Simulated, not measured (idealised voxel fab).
Proc. module: voxel self aligned vias
Cross-sectional view cut (width: 285 nm; square cell size: 5 nm).
A cross-section is written here as square cells arranged in a grid, and it is given in bands from the top down, each band taking up one or more rows of cells.
First you get the band's top height and its bottom height, in nm, and then the materials it's made of, left to right, with each width in nm. If you see a single material with "full width", that one covers the band edge to edge. "blank" is empty space.
Measure heights from 0. That's the level where, below it, the as-received wafer is all one material. The lowest band is bottomless and extends downward; write it as in "z 0 and below".
Graded width ("30->40"): value in top row of band = first number; value in bottom row = second number; row-to-row change constant.
What does "changes: none" mean for a step? It means no cell of the cross-section changed in that step.
Any empty space of 8 cells or more lacking an open way to the top shows up in "Listed closed voids" as width x height at distance, distance from the left edge, in nm.
Formally, on a step line, whatever follows the settings is a remark that the simulator itself makes on the step.
You can add "overlay nm" to a step's line. For a step with a mask, it describes how far the mask lay to the right of its planned position, and a negative number describes a lay to the left.
Steps planned for the process
1. RECEIVE,material Si
2. CONFORMAL_DEP,material SiO2,thk nm 15
3. CONFORMAL_DEP,material SiCN,thk nm 5
4. DIRECTIONAL_DEP,material SiO2,thk nm 20
5. DIRECTIONAL_DEP,material aC,thk nm 15
6. PATTERN,tone open,mask id LINES,material resist,width nm 20,pitch nm 55,thk nm 30,overlay nm 0
7. DIRECTIONAL_ETCH,etch materials aC,depth nm 15
8. STRIP,etch materials resist
9. DIRECTIONAL_ETCH,etch materials SiO2,depth nm 20
10. STRIP,etch materials aC
11. CONFORMAL_DEP,material TiN,thk nm 5
12. FILL_DEP,material Ru,thk nm 5
13. CMP,height nm 40
14. SELECTIVE_ETCH,etch materials W Ru TiN,depth nm 10
15. FILL_DEP,material SiN,thk nm 10
16. CMP,height nm 40
17. DIRECTIONAL_DEP,material SiO2,thk nm 20
18. PATTERN,tone open,mask id VIAS,material resist,width nm 30,thk nm 15,overlay nm 0
19. DIRECTIONAL_ETCH,etch materials SiO2,depth nm 20
20. DIRECTIONAL_ETCH,etch materials SiN,depth nm 10
21. STRIP,etch materials resist
22. CONFORMAL_DEP,material TiN,thk nm 5
23. FILL_DEP,material Cu,thk nm 5
24. CMP,height nm 60
25. CONFORMAL_DEP,material SiCN,thk nm 5
Cross-section of the wafer upon arrival, representing the state reached after step 1
    z 0 and below = Si full width
    Listed closed voids: none
Cross-section, first of two wafers, end of module, run as planned
    z 65 to 60 = SiCN full width
    z 60 to 45 = SiO2 100 nm  TiN 5 nm  Cu 20 nm  TiN 5 nm  SiO2 155 nm
    z 45 to 40 = SiO2 100 nm  TiN 10 nm  Cu 10 nm  TiN 10 nm  SiO2 155 nm
    z 40 to 35 = SiO2 105 nm  TiN 5 nm  Cu 10 nm  TiN 5 nm  SiO2 35 nm  SiN 20 nm  SiO2 105 nm
    z 35 to 30 = SiO2 105 nm  TiN 20 nm  SiO2 35 nm  SiN 20 nm  SiO2 105 nm
    z 30 to 25 = SiO2 105 nm  TiN 5 nm  Ru 10 nm  TiN 5 nm  SiO2 35 nm  TiN 5 nm  Ru 10 nm  TiN 5 nm  SiO2 105 nm
    z 25 to 20 = SiO2 105 nm  TiN 20 nm  SiO2 35 nm  TiN 20 nm  SiO2 105 nm
    z 20 to 15 = SiCN full width
    z 15 to 0 = SiO2 full width
    z 0 and below = Si full width
    Listed closed voids: none
Here is the second of the two wafers cut open at the end of the module - same start, same plan as the first one, but we made one mistake running it
    z 65 to 60 = SiCN full width
    z 60 to 45 = SiO2 100 nm  TiN 5 nm  Cu 20 nm  TiN 5 nm  SiO2 155 nm
    z 45 to 40 = SiO2 100 nm  TiN 30 nm  SiO2 155 nm
    z 40 to 35 = SiCN full width
    z 35 to 0 = SiO2 full width
    z 0 and below = Si full width
    Listed closed voids: none
Processing error: the run placed steps 3 and 4 each in the position the plan gave to the other
In the final state, the cell counts of the second wafer exceed or fall short of those of the first for the following materials: Cu: 4 fewer, Ru: 4 fewer, SiN: 8 fewer, SiO2: 32 more, TiN: 16 fewer
